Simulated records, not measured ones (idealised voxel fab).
Process module in this document: voxel self aligned vias
285 nm wide, 5 nm square cells: that's cross-section cut.
When this document writes out a cross-section, it uses a grid of square cells and lists it as bands, beginning at the top and moving down, with a band standing for one or more rows of cells.
Heights first: top, then bottom, in nm. Then materials, left to right, each with a width in nm. "edge to edge" on a single material: fills the band edge to edge. "empty": empty space.
Heads up on the height convention: 0 is the point under which the incoming wafer is all one material, and the lowest band has no bottom, it just keeps going down, like "0 down".
It should be noted that a width expressed as "30..40" varies in equal increments from row to row of cells within the band, taking the value of the first number at the top row and that of the second number at the bottom row.
The designation "all unchanged", where it is given for a processing step, indicates that no cell of the cross-section was altered in the course of that step.
Entry "Voids, sealed". Content: empty spaces with no open connection to the top, size 8 cells or greater. Each: width x height at distance. Distance: from left edge. Unit: nm.
What comes after the settings on a step's line is commentary from the simulator itself on that step.
When a step includes a mask, the "overlay nm" setting on its line states how far to the right of its planned place that mask lay, and negative values state how far to the left.
Intended process steps:
1. RECEIVE | material Si
2. CONFORMAL_DEP | material SiO2 | thk nm 10
3. CONFORMAL_DEP | material SiCN | thk nm 5
4. DIRECTIONAL_DEP | material lowk | thk nm 20
5. MASKED_ETCH | tone open | mask id LINES | width nm 25 | pitch nm 55 | etch materials lowk | depth nm 20 | overlay nm 0
6. CONFORMAL_DEP | material TiN | thk nm 5
7. FILL_DEP | material Ru | thk nm 10
8. CMP | height nm 35
9. SELECTIVE_ETCH | etch materials W Ru TiN | depth nm 5
10. FILL_DEP | material SiN | thk nm 10
11. CMP | height nm 35
12. DIRECTIONAL_DEP | material lowk | thk nm 20
13. PATTERN | tone open | mask id VIAS | material resist | width nm 35 | pitch nm 110 | thk nm 20 | overlay nm 0
14. DIRECTIONAL_ETCH | etch materials lowk | depth nm 20
15. DIRECTIONAL_ETCH | etch materials SiN | depth nm 5
16. STRIP | etch materials resist
17. CONFORMAL_DEP | material TiN | thk nm 5
18. FILL_DEP | material W | thk nm 5
19. CMP | height nm 55
20. CONFORMAL_DEP | material SiN | thk nm 5
Wafer as received: cross-section following step 1:
    0 down = Si edge to edge
    Voids, sealed: none
The first of two wafers, cross-sectioned at the end of the module, with the run proceeding as planned:
    60 to 55 = SiN edge to edge
    55 to 40 = 70 lowk; 5 TiN; 25 W; 5 TiN; 75 lowk; 5 TiN; 25 W; 5 TiN; 70 lowk
    40 to 35 = 70 lowk; 10 TiN; 15 W; 10 TiN; 75 lowk; 10 TiN; 15 W; 10 TiN; 70 lowk
    35 to 30 = 75 lowk; 25 TiN; 30 lowk; 25 SiN; 30 lowk; 25 TiN; 75 lowk
    30 to 20 = 75 lowk; 5 TiN; 15 Ru; 5 TiN; 30 lowk; 5 TiN; 15 Ru; 5 TiN; 30 lowk; 5 TiN; 15 Ru; 5 TiN; 75 lowk
    20 to 15 = 75 lowk; 25 TiN; 30 lowk; 25 TiN; 30 lowk; 25 TiN; 75 lowk
    15 to 10 = SiCN edge to edge
    10 to 0 = SiO2 edge to edge
    0 down = Si edge to edge
    Voids, sealed: none
Wafer two, sectioned after the module: the first wafer's start, the first wafer's plan, and one mistake in how it was run:
    60 to 55 = SiN edge to edge
    55 to 35 = 70 lowk; 5 TiN; 25 W; 5 TiN; 75 lowk; 5 TiN; 25 W; 5 TiN; 70 lowk
    35 to 30 = 70 lowk; 35 TiN; 25 lowk; 25 SiN; 25 lowk; 35 TiN; 70 lowk
    30 to 20 = 70..75 lowk; 10..5 TiN; 15 Ru; 10..5 TiN; 25..30 lowk; 5 TiN; 15 Ru; 5 TiN; 25..30 lowk; 10..5 TiN; 15 Ru; 10..5 TiN; 70..75 lowk
    20 to 15 = 75 lowk; 25 TiN; 30 lowk; 25 TiN; 30 lowk; 25 TiN; 75 lowk
    15 to 10 = SiCN edge to edge
    10 to 0 = SiO2 edge to edge
    0 down = Si edge to edge
    Voids, sealed: none
Nonconformance to the process plan: step 14 changed vs plan, executed as DIRECTIONAL_ETCH | etch materials lowk | depth nm 30
Wafer comparison, final, in cells, second relative to first, materials more or fewer: +4 TiN, +4 W, -8 lowk
